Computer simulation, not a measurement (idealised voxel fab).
Documented hereafter: the process module known as voxel self aligned vias.
Section shown: cut. Width: 285 nm. Cell size: 5 nm, square.
Just so we're on the same page, the cross-sections are grids of square cells, and they're listed out in bands top to bottom, each band one or more rows deep. It is stipulated that each band's entry specify, in nanometres, the height of the top of the band and then that of its bottom, followed by the materials of the band in left-to-right sequence, each together with its width in nanometres. A single material marked by the word "throughout" is understood to fill the band from edge to edge; the word "empty" is understood to denote empty space. Heights are expressed relative to 0, this being the level below which the as-received wafer comprises one material exclusively. The lowest band is unbounded in the downward direction and is denoted as in "0 and below". The notation "30->40" denotes a width that varies across the rows of cells in the band, beginning at the first number in the top row, finishing at the second number in the bottom row, and changing by an identical amount from each row to the next. Given "no modifications" for a step, no cell of the cross-section differs between before and after that step. Closed empty spaces (no open way to the top) of 8 cells or more are what "Non-vented voids" lists, each as width x height at distance from the left edge, nm for all three. Text after the settings on a step's line: the simulator's own remark on that step. overlay nm: step with mask; distance mask lay right of planned place; negative value = left of planned place.

So here's the lineup of process steps we planned
1,RECEIVE with material Si
2,CONFORMAL_DEP with material SiO2, thk nm 10
3,CONFORMAL_DEP with material SiCN, thk nm 5
4,DIRECTIONAL_DEP with material SiO2, thk nm 30
5,MASKED_ETCH with tone open, mask id LINES, width nm 25, pitch nm 60, etch materials SiO2, depth nm 30, overlay nm 0
6,CONFORMAL_DEP with material TiN, thk nm 5
7,FILL_DEP with material Ru, thk nm 5
8,CMP with height nm 45
9,SELECTIVE_ETCH with etch materials W Ru TiN, depth nm 10
10,FILL_DEP with material SiN, thk nm 5
11,CMP with height nm 45
12,DIRECTIONAL_DEP with material SiO2, thk nm 20
13,DIRECTIONAL_DEP with material aC, thk nm 10
14,PATTERN with tone open, mask id VIAS, material resist, width nm 45, pitch nm 60, thk nm 30, overlay nm 0
15,DIRECTIONAL_ETCH with etch materials aC, depth nm 10
16,STRIP with etch materials resist
17,DIRECTIONAL_ETCH with etch materials SiO2, depth nm 20
18,DIRECTIONAL_ETCH with etch materials SiN, depth nm 10
19,STRIP with etch materials aC
20,CONFORMAL_DEP with material TiN, thk nm 5
21,FILL_DEP with material Ru, thk nm 10
22,CMP with height nm 65
23,CONFORMAL_DEP with material SiCN, thk nm 5

As-received state of the wafer in cross-section, equivalent to post-step 1
0 and below  Si throughout
Non-vented voids: none

End-of-module cross-section of the first of two wafers, processed as planned
70 down to 65  SiCN throughout
65 down to 50  SiO2: 90, TiN: 5, Ru: 35, TiN: 5, SiO2: 15, TiN: 5, Ru: 35, TiN: 5, SiO2: 90
50 down to 40  SiO2: 90->100, TiN: 15->5, Ru: 15, TiN: 15->5, SiO2: 15->35, TiN: 15->5, Ru: 15, TiN: 15->5, SiO2: 90->100
40 down to 35  SiO2: 100, TiN: 25, SiO2: 35, TiN: 25, SiO2: 100
35 down to 20  SiO2: 100, TiN: 5, Ru: 15, TiN: 5, SiO2: 35, TiN: 5, Ru: 15, TiN: 5, SiO2: 100
20 down to 15  SiO2: 100, TiN: 25, SiO2: 35, TiN: 25, SiO2: 100
15 down to 10  SiCN throughout
10 down to 0  SiO2 throughout
0 and below  Si throughout
Non-vented voids: none

Presented here is a cross-section of the second of the two wafers as it stood at the end of the module. It was started in the same manner and assigned the same plan as the first wafer; however, one mistake was made in its execution
70 down to 65  SiCN throughout
65 down to 50  SiO2: 90, TiN: 5, Ru: 35, TiN: 5, SiO2: 15, TiN: 5, Ru: 35, TiN: 5, SiO2: 90
50 down to 40  SiO2: 90->105, TiN: 20->5, Ru: 5, TiN: 20->5, SiO2: 15->45, TiN: 20->5, Ru: 5, TiN: 20->5, SiO2: 90->105
40 down to 35  SiO2: 105, TiN: 15, SiO2: 45, TiN: 15, SiO2: 105
35 down to 20  SiO2: 105, TiN: 5, Ru: 5, TiN: 5, SiO2: 45, TiN: 5, Ru: 5, TiN: 5, SiO2: 105
20 down to 15  SiO2: 105, TiN: 15, SiO2: 45, TiN: 15, SiO2: 105
15 down to 10  SiCN throughout
10 down to 0  SiO2 throughout
0 and below  Si throughout
Non-vented voids: none
what went wrong: step 5 ran with different settings than intended, the actual operation and settings being MASKED_ETCH with tone open, mask id LINES, width nm 15, pitch nm 60, etch materials SiO2, depth nm 30, overlay nm 0
Count the cells at the end and the second wafer has more or fewer of some materials than the first: Ru -20; SiO2 +24; TiN -4
